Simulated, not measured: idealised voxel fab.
A process module follows: voxel capacitor over wiring.
For reference, the cross-section in this document is cut, with width 145 nm and square cells of 5 nm.
Bands, listed from the top down, are how a cross-section gets written in this document; the cross-section itself is a grid of square cells, and a band is one or more rows of them.
The entry gives the band's vertical extent as a top height and a bottom height in nm, then its horizontal make-up as materials from left to right, each with a width in nm. "blank" stands for empty space; a single material marked "everywhere" fills the band edge to edge.
Measure heights from 0. That's the level where, below it, the as-received wafer is all one material. The lowest band is bottomless and extends downward; write it as in "0 nm and below".
A two-number width, for instance "30 to 40", indicates that the width is equal to the first number in the top row of the band and to the second number in the bottom row, and that it changes by a constant amount per row of cells.
"remained unchanged" (step): cross-section cells unchanged, all of them.
In "Closed-off voids" the enclosed voids are listed, meaning empty spaces of 8 cells or larger without any opening to the top. The form is width x height at distance, distance from the left edge, units nm.
Heads up: the bit after the settings on a step's line is the simulator's remark on that step.
Among the settings permitted on a step's line is "overlay nm"; applied to a step with a mask, it specifies the extent to which the mask lay to the right of its planned position, whereas a negative figure signifies a position to the left.
List of planned process steps
1. RECEIVE (material Si)
2. CONFORMAL_DEP (material SiO2; thk nm 15)
3. CONFORMAL_DEP (material SiCN; thk nm 5)
4. DIRECTIONAL_DEP (material lowk; thk nm 15)
5. PATTERN (tone open; mask id METAL_1; material resist; width nm 25; pitch nm 90; thk nm 15; overlay nm 0)
6. DIRECTIONAL_ETCH (etch materials lowk; depth nm 15)
7. DIRECTIONAL_ETCH (etch materials SiCN; depth nm 5)
8. STRIP (etch materials resist)
9. CONFORMAL_DEP (material TiN; thk nm 5)
10. FILL_DEP (material Ru; thk nm 5)
11. CMP (height nm 35)
12. EPI (material Ru; thk nm 5)
13. FILL_DEP (material SiCN; thk nm 5)
14. DIRECTIONAL_DEP (material lowk; thk nm 10)
15. MASKED_ETCH (tone open; mask id PLUG_1; width nm 15; etch materials lowk; depth nm 10; overlay nm 0)
16. MASKED_ETCH (tone open; mask id PLUG_1; width nm 15; etch materials SiCN; depth nm 5; overlay nm 0)
17. CONFORMAL_DEP (material TiN; thk nm 5)
18. FILL_DEP (material Ru; thk nm 5)
19. CMP (height nm 55)
20. DIRECTIONAL_DEP (material TiN; thk nm 10)
21. DIRECTIONAL_DEP (material SiN; thk nm 5)
22. DIRECTIONAL_DEP (material TiN; thk nm 5)
23. PATTERN (tone cover; mask id UPPER_PLATE; material resist; width nm 70; thk nm 20; overlay nm 0)
24. DIRECTIONAL_ETCH (etch materials TiN; depth nm 5)
25. DIRECTIONAL_ETCH (etch materials SiN; depth nm 5)
26. STRIP (etch materials resist)
27. MASKED_ETCH (tone cover; mask id LOWER_PLATE; width nm 80; etch materials TiN; depth nm 10; overlay nm 0)
28. FILL_DEP (material SiO2; thk nm 15)
29. CMP (height nm 85)
30. PATTERN (tone open; mask id PLUG_2; material resist; width nm 15; thk nm 20; overlay nm 0)
31. DIRECTIONAL_ETCH (etch materials SiO2; depth nm 10)
32. STRIP (etch materials resist)
33. CONFORMAL_DEP (material TiN; thk nm 5)
34. FILL_DEP (material Ru; thk nm 10)
35. CMP (height nm 85)
36. CONFORMAL_DEP (material SiCN; thk nm 5)
Cross-section: wafer on arrival = after step 1
    0 nm and below = Si everywhere
    Closed-off voids: none
Below is the wafer in cross-section after the module was completed. It began from the starting point shown above and followed the plan shown above, except that one mistake was made while running it
    90 nm to 85 nm = SiCN everywhere
    85 nm to 80 nm = SiO2 (35) | TiN (5) | Ru (5) | TiN (5) | SiO2 (95)
    80 nm to 70 nm = SiO2 (35 to 25) | TiN (15 to 70) | SiO2 (95 to 50)
    70 nm to 65 nm = SiO2 (25) | SiN (70) | SiO2 (50)
    65 nm to 55 nm = SiO2 (20) | TiN (80) | SiO2 (45)
    55 nm to 45 nm = lowk (25) | TiN (5) | Ru (5) | TiN (5) | lowk (105)
    45 nm to 40 nm = SiCN (25) | TiN (15) | SiCN (105)
    40 nm to 35 nm = SiCN (10) | Ru (35) | SiCN (55) | Ru (35) | SiCN (10)
    35 nm to 25 nm = lowk (15) | TiN (5) | Ru (15) | TiN (5) | lowk (65) | TiN (5) | Ru (15) | TiN (5) | lowk (15)
    25 nm to 20 nm = lowk (15) | TiN (25) | lowk (65) | TiN (25) | lowk (15)
    20 nm to 5 nm = SiO2 everywhere
    5 nm to 0 nm = SiCN everywhere
    0 nm and below = Si everywhere
    Closed-off voids: none
What broke from the plan during processing? steps 2 and 3 got flipped, so each one ran where the other should have
